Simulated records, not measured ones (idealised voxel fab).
Process module heading - voxel wiring stack
For reference, the cross-section in this document is cut, with width 230 nm and square cells of 5 nm.
In this document a cross-section is written as a grid of square cells. It is given as a series of bands, listed from the top down, and a band is one or more rows of cells.
It is stipulated that each band's entry specify, in nanometres, the height of the top of the band and then that of its bottom, followed by the materials of the band in left-to-right sequence, each together with its width in nanometres. A single material marked by the word "edge to edge" is understood to fill the band from edge to edge; the word "blank" is understood to denote empty space.
Convention: height 0 is the level below which the wafer, as received, is all one material. The lowest band does not terminate at the bottom but continues downward, represented as "from 0 down".
The two numbers in a width such as "30..40" mark its ends across the band: the first belongs to the top row of cells, the second to the bottom row, and from each row to the next the width moves by the same amount.
Step marked "left unchanged"? Then no cell in the cross-section changed in it.
"Closed-off voids": empty spaces of 8 cells or more with no open way to the top, each given as width x height at distance, distance from the left edge, all in nm.
Whatever follows a step's settings on its line is a remark the simulator itself makes about that step.
overlay nm: where the mask lay relative to plan, measured to the right, on steps with a mask; negatives go left.

### Planned step list for the process
1) RECEIVE with material Si
2) CONFORMAL_DEP with material SiO2, thk nm 10
3) DIRECTIONAL_DEP with material TiN, thk nm 5
4) DIRECTIONAL_DEP with material Ru, thk nm 25
5) PATTERN with tone cover, mask id METAL_1, material resist, width nm 20, pitch nm 35, thk nm 15, overlay nm 0
6) DIRECTIONAL_ETCH with etch materials Ru, depth nm 25
7) DIRECTIONAL_ETCH with etch materials TiN, depth nm 5
8) STRIP with etch materials resist
9) CONFORMAL_DEP with material SiCN, thk nm 5
10) FILL_DEP with material SiO2, thk nm 10
11) CMP with height nm 40
12) CONFORMAL_DEP with material SiCN, thk nm 5
13) DIRECTIONAL_DEP with material SiO2, thk nm 20
14) MASKED_ETCH with tone open, mask id PLUG_1, width nm 15, pitch nm 70, etch materials SiO2, depth nm 20, overlay nm 0
15) MASKED_ETCH with tone open, mask id PLUG_1, width nm 15, pitch nm 70, etch materials SiCN, depth nm 5, overlay nm 0
16) EPI with material Ru, thk nm 10
17) EPI with material Ru, thk nm 10
18) EPI with material Ru, thk nm 5
19) CONFORMAL_DEP with material SiCN, thk nm 5
20) DIRECTIONAL_DEP with material SiO2, thk nm 15
21) DIRECTIONAL_DEP with material aC, thk nm 10
22) PATTERN with tone open, mask id METAL_2, material resist, width nm 20, pitch nm 35, thk nm 25, overlay nm 0
23) DIRECTIONAL_ETCH with etch materials aC, depth nm 10
24) STRIP with etch materials resist
25) DIRECTIONAL_ETCH with etch materials SiO2, depth nm 15
26) DIRECTIONAL_ETCH with etch materials SiCN, depth nm 5
27) STRIP with etch materials aC
28) CONFORMAL_DEP with material TiN, thk nm 5
29) FILL_DEP with material Ru, thk nm 10
30) CMP with height nm 85
31) CONFORMAL_DEP with material SiCN, thk nm 5
32) DIRECTIONAL_DEP with material SiO2, thk nm 20
33) PATTERN with tone open, mask id PLUG_2, material resist, width nm 15, pitch nm 70, thk nm 20, overlay nm 0
34) DIRECTIONAL_ETCH with etch materials SiO2, depth nm 20
35) DIRECTIONAL_ETCH with etch materials SiCN, depth nm 5
36) STRIP with etch materials resist
37) CONFORMAL_DEP with material TiN, thk nm 5
38) FILL_DEP with material Ru, thk nm 5
39) CMP with height nm 110
40) CONFORMAL_DEP with material SiN, thk nm 5
41) DIRECTIONAL_DEP with material lowk, thk nm 20
42) PATTERN with tone open, mask id METAL_3, material resist, width nm 20, pitch nm 35, thk nm 15, overlay nm 0
43) DIRECTIONAL_ETCH with etch materials lowk, depth nm 20
44) DIRECTIONAL_ETCH with etch materials SiN, depth nm 5
45) STRIP with etch materials resist
46) CONFORMAL_DEP with material TiN, thk nm 5
47) FILL_DEP with material Cu, thk nm 5
48) CMP with height nm 135
49) CONFORMAL_DEP with material SiCN, thk nm 5
50) DIRECTIONAL_DEP with material lowk, thk nm 25
51) MASKED_ETCH with tone open, mask id METAL_4_HOLES, width nm 15, pitch nm 35, etch materials lowk, depth nm 25, overlay nm 0
52) MASKED_ETCH with tone open, mask id METAL_4, width nm 20, pitch nm 35, etch materials lowk, depth nm 15, overlay nm 0
53) MASKED_ETCH with tone open, mask id METAL_4, width nm 20, pitch nm 35, etch materials SiCN, depth nm 5, overlay nm 0
54) CONFORMAL_DEP with material TiN, thk nm 5
55) FILL_DEP with material Cu, thk nm 10
56) CMP with height nm 165
57) CONFORMAL_DEP with material SiCN, thk nm 5

### Cross-section of the wafer as it came to us, i.e., already through step 1
    from 0 down = Si edge to edge
    Closed-off voids: none

### Wafer at module end, in section. Began as above, planned as above, run with one mistake
    from 170 to 165 = SiCN edge to edge
    from 165 to 155 = lowk: 50  TiN: 5  Cu: 10  TiN: 5  lowk: 15  TiN: 5  Cu: 10  TiN: 5  lowk: 15  TiN: 5  Cu: 10  TiN: 5  lowk: 15  TiN: 5  Cu: 10  TiN: 5  lowk: 55
    from 155 to 150 = lowk: 50  TiN: 5  Cu: 5  TiN: 10  lowk: 15  TiN: 5  Cu: 5  TiN: 10  lowk: 15  TiN: 5  Cu: 5  TiN: 10  lowk: 15  TiN: 5  Cu: 5  TiN: 10  lowk: 55
    from 150 to 140 = lowk: 50  TiN: 5  Cu: 5  TiN: 5  lowk: 20  TiN: 5  Cu: 5  TiN: 5  lowk: 20  TiN: 5  Cu: 5  TiN: 5  lowk: 20  TiN: 5  Cu: 5  TiN: 5  lowk: 60
    from 140 to 135 = SiCN: 50  TiN: 15  SiCN: 20  TiN: 15  SiCN: 20  TiN: 15  SiCN: 20  TiN: 15  SiCN: 60
    from 135 to 115 = lowk: 50  TiN: 5  Cu: 10  TiN: 5  lowk: 15  TiN: 5  Cu: 10  TiN: 5  lowk: 15  TiN: 5  Cu: 10  TiN: 5  lowk: 15  TiN: 5  Cu: 10  TiN: 5  lowk: 55
    from 115 to 110 = SiN: 50  TiN: 20  SiN: 15  TiN: 20  SiN: 15  TiN: 20  SiN: 15  TiN: 20  SiN: 55
    from 110 to 90 = SiO2: 50  TiN: 5  Ru: 5  TiN: 5  SiO2: 55  TiN: 5  Ru: 5  TiN: 5  SiO2: 95
    from 90 to 85 = SiCN: 50  TiN: 15  SiCN: 55  TiN: 15  SiCN: 95
    from 85 to 70 = SiO2: 50  TiN: 5  Ru: 10  TiN: 5  SiO2: 15  TiN: 5  Ru: 10  TiN: 5  SiO2: 15  TiN: 5  Ru: 10  TiN: 5  SiO2: 15  TiN: 5  Ru: 10  TiN: 5  SiO2: 55
    from 70 to 65 = SiCN: 50  TiN: 20  SiCN: 15  TiN: 20  SiCN: 15  TiN: 20  SiCN: 15  TiN: 20  SiCN: 55
    from 65 to 45 = SiO2: 50  Ru: 20  SiO2: 50  Ru: 20  SiO2: 90
    from 45 to 40 = SiCN: 50  Ru: 15  SiCN: 55  Ru: 15  SiCN: 95
    from 40 to 15 = SiO2: 45  SiCN: 5  Ru: 20  SiCN: 5  SiO2: 5  SiCN: 5  Ru: 20  SiCN: 5  SiO2: 5  SiCN: 5  Ru: 20  SiCN: 5  SiO2: 5  SiCN: 5  Ru: 20  SiCN: 5  SiO2: 50
    from 15 to 10 = SiCN: 50  TiN: 20  SiCN: 15  TiN: 20  SiCN: 15  TiN: 20  SiCN: 15  TiN: 20  SiCN: 55
    from 10 to 0 = SiO2 edge to edge
    from 0 down = Si edge to edge
    Closed-off voids: none
So what did we get wrong on this run? planned and actual differ for step 14; actual: MASKED_ETCH with tone open, mask id PLUG_1, width nm 20, pitch nm 70, etch materials SiO2, depth nm 20, overlay nm 0
